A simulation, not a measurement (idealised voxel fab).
process module | voxel released beams
cross-section cut | 280 nm wide | cells 5 nm
A cross-section is a grid of square cells, given in bands from the top down. A band is one or more rows of cells.
Each band's line starts with the height of the band's top and of its bottom, in nm. Then come its materials from left to right, each with its width in nm. One material with "throughout" fills the band from edge to edge. "air" is empty space.
Height 0 is the level under which the wafer as received is all one material. The lowest band goes on downwards, as in "0 down".
A width such as "30 to 40" changes by the same amount from each row of cells to the next, from the band's top row to its bottom row.
"no change" after a step means that no cell of the cross-section changed.
closed voids: empty space of 8 cells or more with no open way to the top, each as width x height at its distance from the left edge, in nm
after a step's settings: what the simulator itself notes on the step
overlay nm, on a step with a mask: how far to the right of its planned place the mask lay; to the left if negative
plan
1 op RECEIVE | material Si
2 op CONFORMAL_DEP | material Al2O3 | thk nm 10
3 op DIRECTIONAL_DEP | material SiO2 | thk nm 20
4 op PATTERN | tone open | mask id ANCHOR | material resist | width nm 25 | thk nm 20 | overlay nm 0
5 op DIRECTIONAL_ETCH | etch materials SiO2 | depth nm 20
6 op STRIP | etch materials resist
7 op CONFORMAL_DEP | material SiN | thk nm 10
8 op DIRECTIONAL_DEP | material aC | thk nm 10
9 op PATTERN | tone cover | mask id BEAM | material resist | width nm 70 | thk nm 30 | overlay nm 0
10 op DIRECTIONAL_ETCH | etch materials aC | depth nm 10
11 op STRIP | etch materials resist
12 op DIRECTIONAL_ETCH | etch materials SiN | depth nm 10
13 op STRIP | etch materials aC
14 op STRIP | etch materials SiO2
first wafer, as planned
as received, after step 1
  0 down: Si throughout
  closed voids: none
after step 2
  10 to 0: Al2O3 throughout
  below 0: unchanged
after step 3
  30 to 10: SiO2 throughout
  below 10: unchanged
after step 4
  50 to 30: resist 105 | air 25 | resist 150
  below 30: unchanged
after step 5
  50 to 30: resist 105 | air 25 | resist 150
  30 to 10: SiO2 105 | air 25 | SiO2 150
  below 10: unchanged
after step 6
  30 to 10: SiO2 105 | air 25 | SiO2 150
  below 10: unchanged
after step 7
  40 to 30: SiN 115 | air 5 | SiN 160
  30 to 20: SiO2 105 | SiN 10 | air 5 | SiN 10 | SiO2 150
  20 to 10: SiO2 105 | SiN 25 | SiO2 150
  below 10: unchanged
after step 8
  50 to 40: aC 115 | air 5 | aC 160
  40 to 30: SiN 115 | air 5 | SiN 160
  30 to 20: SiO2 105 | SiN 10 | aC 5 | SiN 10 | SiO2 150
  below 20: unchanged
after step 9
  80 to 50: air 100 | resist 70 | air 110
  50 to 40: aC 115 | resist 5 | aC 160
  40 to 30: SiN 115 | resist 5 | SiN 160
  below 30: unchanged
after step 10
  70 to 50: air 100 | resist 70 | air 110
  50 to 40: air 100 | aC 15 | resist 5 | aC 50 | air 110
  below 40: unchanged
after step 11
  50 to 40: air 100 | aC 15 | air 5 | aC 50 | air 110
  40 to 30: SiN 115 | air 5 | SiN 160
  below 30: unchanged
after step 12
  50 to 40: air 100 | aC 15 | air 5 | aC 50 | air 110
  40 to 30: air 100 | SiN 15 | air 5 | SiN 50 | air 110
  below 30: unchanged
after step 13
  40 to 30: air 100 | SiN 15 | air 5 | SiN 50 | air 110
  30 to 20: SiO2 105 | SiN 10 | air 5 | SiN 10 | SiO2 150
  below 20: unchanged
after step 14
  40 to 30: air 100 | SiN 15 | air 5 | SiN 50 | air 110
  30 to 20: air 105 | SiN 10 | air 5 | SiN 10 | air 150
  20 to 10: air 105 | SiN 25 | air 150
  below 10: unchanged
second wafer: like start, like plan, one mistake. Through step 1 it matches the first wafer
when step 2 should have ended: no change
when step 3 should have ended
  20 to 0: SiO2 throughout
  below 0: unchanged
when step 4 should have ended
  40 to 20: resist 105 | air 25 | resist 150
  below 20: unchanged
when step 5 should have ended
  40 to 20: resist 105 | air 25 | resist 150
  20 to 0: SiO2 105 | air 25 | SiO2 150
  below 0: unchanged
when step 6 should have ended
  20 to 0: SiO2 105 | air 25 | SiO2 150
  below 0: unchanged
when step 7 should have ended
  30 to 20: SiN 115 | air 5 | SiN 160
  20 to 10: SiO2 105 | SiN 10 | air 5 | SiN 10 | SiO2 150
  10 to 0: SiO2 105 | SiN 25 | SiO2 150
  below 0: unchanged
when step 8 should have ended
  40 to 30: aC 115 | air 5 | aC 160
  30 to 20: SiN 115 | air 5 | SiN 160
  20 to 10: SiO2 105 | SiN 10 | aC 5 | SiN 10 | SiO2 150
  below 10: unchanged
when step 9 should have ended
  70 to 40: air 100 | resist 70 | air 110
  40 to 30: aC 115 | resist 5 | aC 160
  30 to 20: SiN 115 | resist 5 | SiN 160
  below 20: unchanged
when step 10 should have ended
  60 to 40: air 100 | resist 70 | air 110
  40 to 30: air 100 | aC 15 | resist 5 | aC 50 | air 110
  below 30: unchanged
when step 11 should have ended
  40 to 30: air 100 | aC 15 | air 5 | aC 50 | air 110
  30 to 20: SiN 115 | air 5 | SiN 160
  below 20: unchanged
when step 12 should have ended
  40 to 30: air 100 | aC 15 | air 5 | aC 50 | air 110
  30 to 20: air 100 | SiN 15 | air 5 | SiN 50 | air 110
  below 20: unchanged
when step 13 should have ended
  30 to 20: air 100 | SiN 15 | air 5 | SiN 50 | air 110
  20 to 10: SiO2 105 | SiN 10 | air 5 | SiN 10 | SiO2 150
  below 10: unchanged
when step 14 should have ended
  30 to 20: air 100 | SiN 15 | air 5 | SiN 50 | air 110
  20 to 10: air 105 | SiN 10 | air 5 | SiN 10 | air 150
  10 to 0: air 105 | SiN 25 | air 150
  below 0: unchanged
what went wrong: step 2 was left out
at the end the second wafer has, in cells: 112 fewer of Al2O3
